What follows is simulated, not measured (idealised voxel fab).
Process module heading - voxel capacitor over wiring
Each square cell in cross-section cut measures 5 nm, and the section as a whole is 285 nm wide.
Throughout this document, each cross-section is represented as a grid of square cells and is presented as a sequence of bands enumerated from the top downward, where a band comprises one or more rows of cells. Heads up on the band format: heights come first, top then bottom, in nm. After that it's the materials left to right, each with its width in nm. A single material flagged "full width" fills the whole band edge to edge, and "air" means there's empty space there. A quick word on heights: they are counted from 0, and under that level the wafer as it came to us is one material throughout. The lowest band is different from the rest in having no bottom; it simply continues downward, written as in "z 0 and below". A two-number width, for instance "30 to 40", indicates that the width is equal to the first number in the top row of the band and to the second number in the bottom row, and that it changes by a constant amount per row of cells. It should be understood that the words "no modification", when stated for a given step, signify that the cross-section underwent no change in any of its cells during that step. Enclosed voids (no open way to top), threshold 8 cells or more, entry "Encapsulated voids", notation width x height at distance, distance from left edge, nm. Anything after a step's settings on that line? It's the simulator's own note about the step. On any step carrying a mask, the "overlay nm" setting, if present on the step's line, tells how far right of its planned place the mask lay; negative values point to the left.
plan:
1 RECEIVE [material Si]
2 CONFORMAL_DEP [material SiO2] [thk nm 10]
3 DIRECTIONAL_DEP [material TiN] [thk nm 5]
4 DIRECTIONAL_DEP [material Ru] [thk nm 15]
5 PATTERN [tone cover] [mask id METAL_1] [material resist] [width nm 30] [pitch nm 80] [thk nm 20] [overlay nm 0]
6 DIRECTIONAL_ETCH [etch materials Ru] [depth nm 15]
7 DIRECTIONAL_ETCH [etch materials TiN] [depth nm 5]
8 STRIP [etch materials resist]
9 CONFORMAL_DEP [material SiN] [thk nm 5]
10 FILL_DEP [material lowk] [thk nm 5]
11 CMP [height nm 30]
12 CONFORMAL_DEP [material SiCN] [thk nm 5]
13 DIRECTIONAL_DEP [material SiO2] [thk nm 10]
14 MASKED_ETCH [tone open] [mask id PLUG_1] [width nm 15] [etch materials SiO2] [depth nm 10] [overlay nm 0]
15 MASKED_ETCH [tone open] [mask id PLUG_1] [width nm 15] [etch materials SiCN] [depth nm 5] [overlay nm 0]
16 EPI [material Ru] [thk nm 10]
17 EPI [material Ru] [thk nm 5]
18 DIRECTIONAL_DEP [material TiN] [thk nm 10]
19 DIRECTIONAL_DEP [material Al2O3] [thk nm 5]
20 DIRECTIONAL_DEP [material TiN] [thk nm 10]
21 PATTERN [tone cover] [mask id UPPER_PLATE] [material resist] [width nm 55] [thk nm 20] [overlay nm 0]
22 DIRECTIONAL_ETCH [etch materials TiN] [depth nm 10]
23 DIRECTIONAL_ETCH [etch materials Al2O3] [depth nm 5]
24 STRIP [etch materials resist]
25 MASKED_ETCH [tone cover] [mask id LOWER_PLATE] [width nm 65] [etch materials TiN] [depth nm 10] [overlay nm 0]
26 FILL_DEP [material SiO2] [thk nm 15]
27 CMP [height nm 80]
28 DIRECTIONAL_DEP [material aC] [thk nm 10]
29 PATTERN [tone open] [mask id PLUG_2] [material resist] [width nm 15] [thk nm 30] [overlay nm 0]
30 DIRECTIONAL_ETCH [etch materials aC] [depth nm 10]
31 STRIP [etch materials resist]
32 DIRECTIONAL_ETCH [etch materials SiO2] [depth nm 10]
33 STRIP [etch materials aC]
34 CONFORMAL_DEP [material TiN] [thk nm 5]
35 FILL_DEP [material Ru] [thk nm 5]
36 CMP [height nm 80]
37 CONFORMAL_DEP [material SiCN] [thk nm 5]
As-received wafer cross-section (after step 1):
  z 0 and below  Si full width
  Encapsulated voids: none
Starting structure and process plan are as shown above, but one mistake was made in running the module; the wafer cross-section at the end of the module follows:
  z 85 to 80  SiCN full width
  z 80 to 75  SiO2=110  TiN=5  Ru=5  TiN=5  SiO2=160
  z 75 to 70  SiO2=110  TiN=15  SiO2=160
  z 70 to 60  SiO2=100  TiN=55  SiO2=130
  z 60 to 55  SiO2=100  Al2O3=55  SiO2=130
  z 55 to 45  SiO2=95  TiN=65  SiO2=125
  z 45 to 35  SiO2=95  Ru=15  SiO2=175
  z 35 to 30  SiCN=100  Ru=10  SiCN=175
  z 30 to 15  lowk=80  SiN=5  Ru=30  SiN=5  lowk=40  SiN=5  Ru=30  SiN=5  lowk=85
  z 15 to 10  SiN=85  TiN=30  SiN=50  TiN=30  SiN=90
  z 10 to 0  SiO2 full width
  z 0 and below  Si full width
  Encapsulated voids: none
Deviation from plan: step 14 was run on a setting that differed from the plan, and what really ran there is MASKED_ETCH [tone open] [mask id PLUG_1] [width nm 15] [etch materials SiO2] [depth nm 10] [overlay nm -5]
